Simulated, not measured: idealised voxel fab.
A process module follows: voxel gate over fins.
For reference, the cross-section in this document is cut, with width 155 nm and square cells of 5 nm.
In what follows, cross-sections appear as grids of square cells, described through bands that run from the top down, where every band is one or more rows of cells. Band entry format. Leading values: height of top, height of bottom, nm. Remainder: materials in left-to-right order, each with its width in nm. Special words: "edge to edge" on a single material, which then fills the band edge to edge; "air", empty space. For the purposes of this specification, 0 denotes the height below which the wafer in its as-received condition is composed wholly of one material, and the lowermost band, lacking a lower limit, extends downward without end, as expressed in "from 0 down". Note: "30..40" means the width goes from the first number (top row of the band) to the second number (bottom row) in equal steps per row of cells. A step reported as "stayed the same" is a step in which no cell of the cross-section changed. Closed-off voids of 8+ cells (no open route to the top) go in "Enclosed voids", written width x height at distance from the left edge, in nm. Where a step's line continues beyond its settings, the continuation is a remark by the simulator itself on that step. Among the settings permitted on a step's line is "overlay nm"; applied to a step with a mask, it specifies the extent to which the mask lay to the right of its planned position, whereas a negative figure signifies a position to the left.
[Process steps - plan]
step 1: RECEIVE with material Si
step 2: CONFORMAL_DEP with material SiN, thk nm 10
step 3: MASKED_ETCH with tone cover, mask id FINS, width nm 15, pitch nm 55, etch materials SiN, depth nm 10, overlay nm 0
step 4: MASKED_ETCH with tone cover, mask id FINS, width nm 15, pitch nm 55, etch materials Si, depth nm 30, overlay nm 0
step 5: FILL_DEP with material SiO2, thk nm 10
step 6: CMP with height nm 10
step 7: DIRECTIONAL_DEP with material aC, thk nm 10
step 8: PATTERN with tone open, mask id RAIL, material resist, width nm 15, thk nm 25, overlay nm 0
step 9: DIRECTIONAL_ETCH with etch materials aC, depth nm 10
step 10: STRIP with etch materials resist
step 11: DIRECTIONAL_ETCH with etch materials SiO2, depth nm 35
step 12: STRIP with etch materials aC
step 13: CONFORMAL_DEP with material TiN, thk nm 5
step 14: FILL_DEP with material W, thk nm 5
step 15: CMP with height nm 10
step 16: SELECTIVE_ETCH with etch materials W Ru TiN, depth nm 30
step 17: FILL_DEP with material SiO2, thk nm 5
step 18: CMP with height nm 10
step 19: SELECTIVE_ETCH with etch materials SiO2, depth nm 25
step 20: STRIP with etch materials SiN
step 21: CONFORMAL_DEP with material HfO2, thk nm 5
step 22: CONFORMAL_DEP with material TiN, thk nm 5
step 23: FILL_DEP with material W, thk nm 15
step 24: CMP with height nm 20
step 25: CONFORMAL_DEP with material SiCN, thk nm 10
[First of two wafers, processed according to plan]
[Received-state cross-section, reflecting completion of step 1]
	from 0 down = Si edge to edge
	Enclosed voids: none
[State of the wafer after step 2, shown in cross-section]
	from 10 to 0 = SiN edge to edge
	Under the height 0 nothing was changed.
[State of the wafer after step 3, shown in cross-section]
	from 10 to 0 = air (40) / SiN (15) / air (40) / SiN (15) / air (45)
	Under the height 0 nothing was changed.
[State of the wafer after step 4, shown in cross-section]
	from 10 to 0 = air (40) / SiN (15) / air (40) / SiN (15) / air (45)
	from 0 to -30 = air (40) / Si (15) / air (40) / Si (15) / air (45)
	Under the height -30 nothing was changed.
[State of the wafer after step 5, shown in cross-section]
	from 20 to 10 = SiO2 edge to edge
	from 10 to 0 = SiO2 (40) / SiN (15) / SiO2 (40) / SiN (15) / SiO2 (45)
	from 0 to -30 = SiO2 (40) / Si (15) / SiO2 (40) / Si (15) / SiO2 (45)
	Under the height -30 nothing was changed.
[State of the wafer after step 6, shown in cross-section]
	from 10 to 0 = SiO2 (40) / SiN (15) / SiO2 (40) / SiN (15) / SiO2 (45)
	Under the height 0 nothing was changed.
[State of the wafer after step 7, shown in cross-section]
	from 20 to 10 = aC edge to edge
	Under the height 10 nothing was changed.
[State of the wafer after step 8, shown in cross-section]
	from 45 to 20 = resist (65) / air (15) / resist (75)
	Under the height 20 nothing was changed.
[State of the wafer after step 9, shown in cross-section]
	from 35 to 20 = resist (65) / air (15) / resist (75)
	from 20 to 10 = aC (65) / air (15) / aC (75)
	Under the height 10 nothing was changed.
[State of the wafer after step 10, shown in cross-section]
	from 20 to 10 = aC (65) / air (15) / aC (75)
	Under the height 10 nothing was changed.
[State of the wafer after step 11, shown in cross-section]
	from 20 to 10 = aC (65) / air (15) / aC (75)
	from 10 to 0 = SiO2 (40) / SiN (15) / SiO2 (10) / air (15) / SiO2 (15) / SiN (15) / SiO2 (45)
	from 0 to -25 = SiO2 (40) / Si (15) / SiO2 (10) / air (15) / SiO2 (15) / Si (15) / SiO2 (45)
	Under the height -25 nothing was changed.
[State of the wafer after step 12, shown in cross-section]
	from 10 to 0 = SiO2 (40) / SiN (15) / SiO2 (10) / air (15) / SiO2 (15) / SiN (15) / SiO2 (45)
	Under the height 0 nothing was changed.
[State of the wafer after step 13, shown in cross-section]
	from 15 to 10 = TiN (70) / air (5) / TiN (80)
	from 10 to 0 = SiO2 (40) / SiN (15) / SiO2 (10) / TiN (5) / air (5) / TiN (5) / SiO2 (15) / SiN (15) / SiO2 (45)
	from 0 to -20 = SiO2 (40) / Si (15) / SiO2 (10) / TiN (5) / air (5) / TiN (5) / SiO2 (15) / Si (15) / SiO2 (45)
	from -20 to -25 = SiO2 (40) / Si (15) / SiO2 (10) / TiN (15) / SiO2 (15) / Si (15) / SiO2 (45)
	Under the height -25 nothing was changed.
[State of the wafer after step 14, shown in cross-section]
	from 20 to 15 = W edge to edge
	from 15 to 10 = TiN (70) / W (5) / TiN (80)
	from 10 to 0 = SiO2 (40) / SiN (15) / SiO2 (10) / TiN (5) / W (5) / TiN (5) / SiO2 (15) / SiN (15) / SiO2 (45)
	from 0 to -20 = SiO2 (40) / Si (15) / SiO2 (10) / TiN (5) / W (5) / TiN (5) / SiO2 (15) / Si (15) / SiO2 (45)
	Under the height -20 nothing was changed.
[State of the wafer after step 15, shown in cross-section]
	from 10 to 0 = SiO2 (40) / SiN (15) / SiO2 (10) / TiN (5) / W (5) / TiN (5) / SiO2 (15) / SiN (15) / SiO2 (45)
	Under the height 0 nothing was changed.
[State of the wafer after step 16, shown in cross-section]
	from 10 to 0 = SiO2 (40) / SiN (15) / SiO2 (10) / air (15) / SiO2 (15) / SiN (15) / SiO2 (45)
	from 0 to -20 = SiO2 (40) / Si (15) / SiO2 (10) / air (15) / SiO2 (15) / Si (15) / SiO2 (45)
	Under the height -20 nothing was changed.
[State of the wafer after step 17, shown in cross-section]
	from 15 to 10 = SiO2 edge to edge
	from 10 to 0 = SiO2 (40) / SiN (15) / SiO2 (40) / SiN (15) / SiO2 (45)
	from 0 to -20 = SiO2 (40) / Si (15) / SiO2 (40) / Si (15) / SiO2 (45)
	Under the height -20 nothing was changed.
[State of the wafer after step 18, shown in cross-section]
	from 10 to 0 = SiO2 (40) / SiN (15) / SiO2 (40) / SiN (15) / SiO2 (45)
	Under the height 0 nothing was changed.
[State of the wafer after step 19, shown in cross-section]
	from 10 to 0 = air (40) / SiN (15) / air (40) / SiN (15) / air (45)
	from 0 to -15 = air (40) / Si (15) / air (40) / Si (15) / air (45)
	Under the height -15 nothing was changed.
[State of the wafer after step 20, shown in cross-section]
	from 0 to -15 = air (40) / Si (15) / air (40) / Si (15) / air (45)
	Under the height -15 nothing was changed.
[State of the wafer after step 21, shown in cross-section]
	from 5 to 0 = air (35) / HfO2 (25) / air (30) / HfO2 (25) / air (40)
	from 0 to -10 = air (35) / HfO2 (5) / Si (15) / HfO2 (5) / air (30) / HfO2 (5) / Si (15) / HfO2 (5) / air (40)
	from -10 to -15 = HfO2 (40) / Si (15) / HfO2 (40) / Si (15) / HfO2 (45)
	Under the height -15 nothing was changed.
[State of the wafer after step 22, shown in cross-section]
	from 10 to 5 = air (30) / TiN (35) / air (20) / TiN (35) / air (35)
	from 5 to 0 = air (30) / TiN (5) / HfO2 (25) / TiN (5) / air (20) / TiN (5) / HfO2 (25) / TiN (5) / air (35)
	from 0 to -5 = air (30) / TiN (5) / HfO2 (5) / Si (15) / HfO2 (5) / TiN (5) / air (20) / TiN (5) / HfO2 (5) / Si (15) / HfO2 (5) / TiN (5) / air (35)
	from -5 to -10 = TiN (35) / HfO2 (5) / Si (15) / HfO2 (5) / TiN (30) / HfO2 (5) / Si (15) / HfO2 (5) / TiN (40)
	Under the height -10 nothing was changed.
[State of the wafer after step 23, shown in cross-section]
	from 25 to 10 = W edge to edge
	from 10 to 5 = W (30) / TiN (35) / W (20) / TiN (35) / W (35)
	from 5 to 0 = W (30) / TiN (5) / HfO2 (25) / TiN (5) / W (20) / TiN (5) / HfO2 (25) / TiN (5) / W (35)
	from 0 to -5 = W (30) / TiN (5) / HfO2 (5) / Si (15) / HfO2 (5) / TiN (5) / W (20) / TiN (5) / HfO2 (5) / Si (15) / HfO2 (5) / TiN (5) / W (35)
	Under the height -5 nothing was changed.
[State of the wafer after step 24, shown in cross-section]
	from 20 to 10 = W edge to edge
	Under the height 10 nothing was changed.
[State of the wafer after step 25, shown in cross-section]
	from 30 to 20 = SiCN edge to edge
	Under the height 20 nothing was changed.
[It is to be noted that the second wafer proceeded from the same initial state and according to the same plan as the first, although one mistake was committed in its execution; through step 21, inclusive, the two wafers share an identical history]
[Here is the second wafer in cross-section at the point where step 22 of the plan should have been done]
	from 10 to 5 = air (30) / aC (35) / air (20) / aC (35) / air (35)
	from 5 to 0 = air (30) / aC (5) / HfO2 (25) / aC (5) / air (20) / aC (5) / HfO2 (25) / aC (5) / air (35)
	from 0 to -5 = air (30) / aC (5) / HfO2 (5) / Si (15) / HfO2 (5) / aC (5) / air (20) / aC (5) / HfO2 (5) / Si (15) / HfO2 (5) / aC (5) / air (35)
	from -5 to -10 = aC (35) / HfO2 (5) / Si (15) / HfO2 (5) / aC (30) / HfO2 (5) / Si (15) / HfO2 (5) / aC (40)
	Under the height -10 nothing was changed.
[Here is the second wafer in cross-section at the point where step 23 of the plan should have been done]
	from 25 to 10 = W edge to edge
	from 10 to 5 = W (30) / aC (35) / W (20) / aC (35) / W (35)
	from 5 to 0 = W (30) / aC (5) / HfO2 (25) / aC (5) / W (20) / aC (5) / HfO2 (25) / aC (5) / W (35)
	from 0 to -5 = W (30) / aC (5) / HfO2 (5) / Si (15) / HfO2 (5) / aC (5) / W (20) / aC (5) / HfO2 (5) / Si (15) / HfO2 (5) / aC (5) / W (35)
	Under the height -5 nothing was changed.
[Here is the second wafer in cross-section at the point where step 24 of the plan should have been done]
	from 20 to 10 = W edge to edge
	Under the height 10 nothing was changed.
[Here is the second wafer in cross-section at the point where step 25 of the plan should have been done]
	from 30 to 20 = SiCN edge to edge
	Under the height 20 nothing was changed.
Finding, execution versus plan: step 22 off recipe, ran as CONFORMAL_DEP with material aC, thk nm 5
Bottom line after processing is that, in cells, the second wafer is up or down on some materials versus the first: TiN -43 | aC +43
